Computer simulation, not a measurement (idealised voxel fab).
process module | voxel fin reveal
cross-section cut | 250 nm wide | cells 5 nm
A cross-section is a grid of square cells, given in bands from the top down. A band is one or more rows of cells.
Each band's line starts with the height of the band's top and of its bottom, in nm. Then come its materials from left to right, each with its width in nm. One material with "throughout" fills the band from edge to edge. "air" is empty space.
Height 0 is the level under which the wafer as received is all one material. The lowest band goes on downwards, as in "0 down".
A width such as "30 to 40" changes by the same amount from each row of cells to the next, from the band's top row to its bottom row.
"no change" after a step means that no cell of the cross-section changed.
closed voids: empty space of 8 cells or more with no open way to the top, each as width x height at its distance from the left edge, in nm
after a step's settings: what the simulator itself notes on the step
overlay nm, on a step with a mask: how far to the right of its planned place the mask lay; to the left if negative
plan
1 op RECEIVE | material Si
2 op CONFORMAL_DEP | material SiN | thk nm 5
3 op PATTERN | tone cover | mask id FINS | material resist | width nm 15 | pitch nm 45 | thk nm 20 | overlay nm 0
4 op DIRECTIONAL_ETCH | etch materials SiN | depth nm 5
5 op DIRECTIONAL_ETCH | etch materials Si | depth nm 35
6 op STRIP | etch materials resist
7 op FILL_DEP | material SiO2 | thk nm 5
8 op CMP | height nm 5
9 op SELECTIVE_ETCH | etch materials SiO2 | depth nm 15
10 op STRIP | etch materials SiN
11 op CONFORMAL_DEP | material HfO2 | thk nm 5
first wafer, as planned
as received, after step 1
  0 down: Si throughout
  closed voids: none
after step 2
  5 to 0: SiN throughout
  below 0: unchanged
after step 3
  25 to 5: air 50 | resist 15 | air 30 | resist 15 | air 30 | resist 15 | air 30 | resist 15 | air 50
  below 5: unchanged
after step 4
  25 to 5: air 50 | resist 15 | air 30 | resist 15 | air 30 | resist 15 | air 30 | resist 15 | air 50
  5 to 0: air 50 | SiN 15 | air 30 | SiN 15 | air 30 | SiN 15 | air 30 | SiN 15 | air 50
  below 0: unchanged
after step 5
  25 to 5: air 50 | resist 15 | air 30 | resist 15 | air 30 | resist 15 | air 30 | resist 15 | air 50
  5 to 0: air 50 | SiN 15 | air 30 | SiN 15 | air 30 | SiN 15 | air 30 | SiN 15 | air 50
  0 to -35: air 50 | Si 15 | air 30 | Si 15 | air 30 | Si 15 | air 30 | Si 15 | air 50
  below -35: unchanged
after step 6
  5 to 0: air 50 | SiN 15 | air 30 | SiN 15 | air 30 | SiN 15 | air 30 | SiN 15 | air 50
  below 0: unchanged
after step 7
  10 to 5: SiO2 throughout
  5 to 0: SiO2 50 | SiN 15 | SiO2 30 | SiN 15 | SiO2 30 | SiN 15 | SiO2 30 | SiN 15 | SiO2 50
  0 to -35: SiO2 50 | Si 15 | SiO2 30 | Si 15 | SiO2 30 | Si 15 | SiO2 30 | Si 15 | SiO2 50
  below -35: unchanged
after step 8
  5 to 0: SiO2 50 | SiN 15 | SiO2 30 | SiN 15 | SiO2 30 | SiN 15 | SiO2 30 | SiN 15 | SiO2 50
  below 0: unchanged
after step 9
  5 to 0: air 50 | SiN 15 | air 30 | SiN 15 | air 30 | SiN 15 | air 30 | SiN 15 | air 50
  0 to -10: air 50 | Si 15 | air 30 | Si 15 | air 30 | Si 15 | air 30 | Si 15 | air 50
  below -10: unchanged
after step 10
  0 to -10: air 50 | Si 15 | air 30 | Si 15 | air 30 | Si 15 | air 30 | Si 15 | air 50
  below -10: unchanged
after step 11
  5 to 0: air 45 | HfO2 25 | air 20 | HfO2 25 | air 20 | HfO2 25 | air 20 | HfO2 25 | air 45
  0 to -5: air 45 | HfO2 5 | Si 15 | HfO2 5 | air 20 | HfO2 5 | Si 15 | HfO2 5 | air 20 | HfO2 5 | Si 15 | HfO2 5 | air 20 | HfO2 5 | Si 15 | HfO2 5 | air 45
  -5 to -10: HfO2 50 | Si 15 | HfO2 30 | Si 15 | HfO2 30 | Si 15 | HfO2 30 | Si 15 | HfO2 50
  below -10: unchanged
second wafer: like start, like plan, one mistake. Through step 2 it matches the first wafer
when step 3 should have ended
  25 to 5: air 55 | resist 15 | air 30 | resist 15 | air 30 | resist 15 | air 30 | resist 15 | air 45
  below 5: unchanged
when step 4 should have ended
  25 to 5: air 55 | resist 15 | air 30 | resist 15 | air 30 | resist 15 | air 30 | resist 15 | air 45
  5 to 0: air 55 | SiN 15 | air 30 | SiN 15 | air 30 | SiN 15 | air 30 | SiN 15 | air 45
  below 0: unchanged
when step 5 should have ended
  25 to 5: air 55 | resist 15 | air 30 | resist 15 | air 30 | resist 15 | air 30 | resist 15 | air 45
  5 to 0: air 55 | SiN 15 | air 30 | SiN 15 | air 30 | SiN 15 | air 30 | SiN 15 | air 45
  0 to -35: air 55 | Si 15 | air 30 | Si 15 | air 30 | Si 15 | air 30 | Si 15 | air 45
  below -35: unchanged
when step 6 should have ended
  5 to 0: air 55 | SiN 15 | air 30 | SiN 15 | air 30 | SiN 15 | air 30 | SiN 15 | air 45
  below 0: unchanged
when step 7 should have ended
  10 to 5: SiO2 throughout
  5 to 0: SiO2 55 | SiN 15 | SiO2 30 | SiN 15 | SiO2 30 | SiN 15 | SiO2 30 | SiN 15 | SiO2 45
  0 to -35: SiO2 55 | Si 15 | SiO2 30 | Si 15 | SiO2 30 | Si 15 | SiO2 30 | Si 15 | SiO2 45
  below -35: unchanged
when step 8 should have ended
  5 to 0: SiO2 55 | SiN 15 | SiO2 30 | SiN 15 | SiO2 30 | SiN 15 | SiO2 30 | SiN 15 | SiO2 45
  below 0: unchanged
when step 9 should have ended
  5 to 0: air 55 | SiN 15 | air 30 | SiN 15 | air 30 | SiN 15 | air 30 | SiN 15 | air 45
  0 to -10: air 55 | Si 15 | air 30 | Si 15 | air 30 | Si 15 | air 30 | Si 15 | air 45
  below -10: unchanged
when step 10 should have ended
  0 to -10: air 55 | Si 15 | air 30 | Si 15 | air 30 | Si 15 | air 30 | Si 15 | air 45
  below -10: unchanged
when step 11 should have ended
  5 to 0: air 50 | HfO2 25 | air 20 | HfO2 25 | air 20 | HfO2 25 | air 20 | HfO2 25 | air 40
  0 to -5: air 50 | HfO2 5 | Si 15 | HfO2 5 | air 20 | HfO2 5 | Si 15 | HfO2 5 | air 20 | HfO2 5 | Si 15 | HfO2 5 | air 20 | HfO2 5 | Si 15 | HfO2 5 | air 40
  -5 to -10: HfO2 55 | Si 15 | HfO2 30 | Si 15 | HfO2 30 | Si 15 | HfO2 30 | Si 15 | HfO2 45
  below -10: unchanged
what went wrong: step 3 ran as: op PATTERN | tone cover | mask id FINS | material resist | width nm 15 | pitch nm 45 | thk nm 20 | overlay nm 5
at the end the second wafer has, in cells: as many of each material as the first, in other places
